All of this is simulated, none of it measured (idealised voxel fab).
process module | voxel transistor to metal
cross-section cut | 160 nm wide | cells 5 nm
A cross-section is a grid of square cells, given in bands from the top down. A band is one or more rows of cells.
Each band's line starts with the height of the band's top and of its bottom, in nm. Then come its materials from left to right, each with its width in nm. One material with "throughout" fills the band from edge to edge. "air" is empty space.
Height 0 is the level under which the wafer as received is all one material. The lowest band goes on downwards, as in "0 down".
A width such as "30 to 40" changes by the same amount from each row of cells to the next, from the band's top row to its bottom row.
"no change" after a step means that no cell of the cross-section changed.
closed voids: empty space of 8 cells or more with no open way to the top, each as width x height at its distance from the left edge, in nm
after a step's settings: what the simulator itself notes on the step
overlay nm, on a step with a mask: how far to the right of its planned place the mask lay; to the left if negative
plan
1 op RECEIVE | material Si
2 op OXIDIZE | depth nm 5
3 op CONFORMAL_DEP | material SiN | thk nm 10
4 op DIRECTIONAL_DEP | material aC | thk nm 15
5 op PATTERN | tone cover | mask id ACTIVE | material resist | width nm 115 | thk nm 35 | overlay nm 0
6 op DIRECTIONAL_ETCH | etch materials aC | depth nm 15
7 op STRIP | etch materials resist
8 op DIRECTIONAL_ETCH | etch materials SiN | depth nm 10
9 op DIRECTIONAL_ETCH | etch materials SiO2 | depth nm 5
10 op DIRECTIONAL_ETCH | etch materials Si | depth nm 30
11 op STRIP | etch materials aC
12 op OXIDIZE | depth nm 5
13 op FILL_DEP | material SiO2 | thk nm 10
14 op CMP | height nm 10
15 op SELECTIVE_ETCH | etch materials SiO2 | depth nm 5
16 op STRIP | etch materials SiN
17 op SELECTIVE_ETCH | etch materials SiO2 | depth nm 5
18 op OXIDIZE | depth nm 5
19 op DIRECTIONAL_DEP | material polySi | thk nm 20
20 op DIRECTIONAL_DEP | material SiCN | thk nm 10
21 op DIRECTIONAL_DEP | material aC | thk nm 15
22 op PATTERN | tone cover | mask id GATE | material resist | width nm 15 | thk nm 30 | overlay nm 0
23 op DIRECTIONAL_ETCH | etch materials aC | depth nm 15
24 op STRIP | etch materials resist
25 op DIRECTIONAL_ETCH | etch materials SiCN | depth nm 20
26 op DIRECTIONAL_ETCH | etch materials polySi | depth nm 30
27 op STRIP | etch materials aC
28 op CONFORMAL_DEP | material SiN | thk nm 10
29 op DIRECTIONAL_ETCH | etch materials SiN | depth nm 10
30 op DIRECTIONAL_ETCH | etch materials SiO2 | depth nm 5
31 op DIRECTIONAL_ETCH | etch materials Si | depth nm 5
32 op EPI | material nSi | thk nm 10
33 op FILL_DEP | material SiO2 | thk nm 5
34 op CMP | height nm 25
35 op DIRECTIONAL_DEP | material SiO2 | thk nm 15
36 op PATTERN | tone open | mask id CONTACT | material resist | width nm 35 | pitch nm 60 | thk nm 20 | overlay nm 0
37 op DIRECTIONAL_ETCH | etch materials SiO2 | depth nm 45
38 op STRIP | etch materials resist
39 op CONFORMAL_DEP | material TiN | thk nm 5
40 op FILL_DEP | material W | thk nm 5
41 op CMP | height nm 40
42 op CONFORMAL_DEP | material SiCN | thk nm 5
43 op DIRECTIONAL_DEP | material lowk | thk nm 15
44 op MASKED_ETCH | tone open | mask id METAL_1 | width nm 20 | pitch nm 75 | etch materials lowk | depth nm 15 | overlay nm 0
45 op MASKED_ETCH | tone open | mask id METAL_1 | width nm 20 | pitch nm 75 | etch materials SiCN | depth nm 5 | overlay nm 0
46 op CONFORMAL_DEP | material TiN | thk nm 5
47 op FILL_DEP | material Cu | thk nm 5
48 op CMP | height nm 60
49 op EPI | material Ru | thk nm 5
50 op FILL_DEP | material SiCN | thk nm 5
as received, after step 1
  0 down: Si throughout
  closed voids: none
first wafer at the end, as planned
  70 to 65: SiCN throughout
  65 to 60: SiCN 25 | Ru 30 | SiCN 45 | Ru 30 | SiCN 30
  60 to 45: lowk 30 | TiN 5 | Cu 10 | TiN 5 | lowk 55 | TiN 5 | Cu 10 | TiN 5 | lowk 35
  45 to 40: SiCN 30 | TiN 20 | SiCN 55 | TiN 20 | SiCN 35
  40 to 30: SiO2 30 | TiN 5 | W 25 | TiN 5 | SiO2 25 | TiN 5 | W 25 | TiN 5 | SiO2 35
  30 to 25: SiO2 30 | TiN 5 | W 20 | TiN 10 | SiO2 25 | TiN 10 | W 20 | TiN 5 | SiO2 35
  25 to 15: SiO2 30 | TiN 5 | W 20 | TiN 5 | SiN 10 | SiCN 15 | SiN 10 | TiN 5 | W 20 | TiN 5 | SiO2 35
  15 to 5: SiO2 30 | TiN 5 | W 20 | TiN 5 | SiN 10 | polySi 15 | SiN 10 | TiN 5 | W 20 | TiN 5 | SiO2 35
  5 to 0: SiO2 30 | TiN 5 | W 10 | TiN 15 | SiN 10 | polySi 15 | SiN 10 | TiN 15 | W 10 | TiN 5 | SiO2 35
  0 to -5: SiO2 15 | SiN 10 | SiO2 5 | TiN 20 | nSi 10 | SiN 10 | polySi 15 | SiN 10 | nSi 10 | TiN 20 | SiO2 5 | SiN 10 | SiO2 20
  -5 to -10: SiO2 25 | nSi 35 | SiO2 35 | nSi 35 | SiO2 30
  -10 to -15: SiO2 25 | nSi 35 | Si 35 | nSi 35 | SiO2 30
  -15 to -40: SiO2 25 | Si 105 | SiO2 30
  -40 down: Si throughout
  closed voids: none
second wafer at the end: like start, like plan, one mistake
  70 to 65: SiCN throughout
  65 to 60: SiCN 25 | Ru 30 | SiCN 45 | Ru 30 | SiCN 30
  60 to 45: lowk 30 | TiN 5 | Cu 10 | TiN 5 | lowk 55 | TiN 5 | Cu 10 | TiN 5 | lowk 35
  45 to 40: SiCN 30 | TiN 20 | SiCN 55 | TiN 20 | SiCN 35
  40 to 30: W 25 | TiN 5 | SiO2 35 | TiN 5 | W 15 | TiN 5 | SiO2 35 | TiN 5 | W 30
  30 to 25: W 25 | TiN 5 | SiO2 35 | TiN 25 | SiO2 35 | TiN 5 | W 30
  25 to 15: W 25 | TiN 5 | SiO2 30 | SiN 10 | SiCN 15 | SiN 10 | SiO2 30 | TiN 5 | W 30
  15 to 5: W 25 | TiN 5 | SiO2 30 | SiN 10 | polySi 15 | SiN 10 | SiO2 30 | TiN 5 | W 30
  5 to 0: W 10 | TiN 20 | SiO2 30 | SiN 10 | polySi 15 | SiN 10 | SiO2 30 | TiN 20 | W 15
  0 to -5: TiN 15 | SiN 10 | TiN 5 | SiO2 20 | nSi 10 | SiN 10 | polySi 15 | SiN 10 | nSi 10 | SiO2 20 | TiN 5 | SiN 10 | TiN 20
  -5 to -10: SiO2 25 | nSi 35 | SiO2 35 | nSi 35 | SiO2 30
  -10 to -15: SiO2 25 | nSi 35 | Si 35 | nSi 35 | SiO2 30
  -15 to -40: SiO2 25 | Si 105 | SiO2 30
  -40 down: Si throughout
  closed voids: none
what went wrong: step 36 ran as: op PATTERN | tone cover | mask id CONTACT | material resist | width nm 35 | pitch nm 60 | thk nm 20 | overlay nm 0
at the end the second wafer has, in cells: 18 fewer of SiO2 | 6 fewer of TiN | 24 more of W
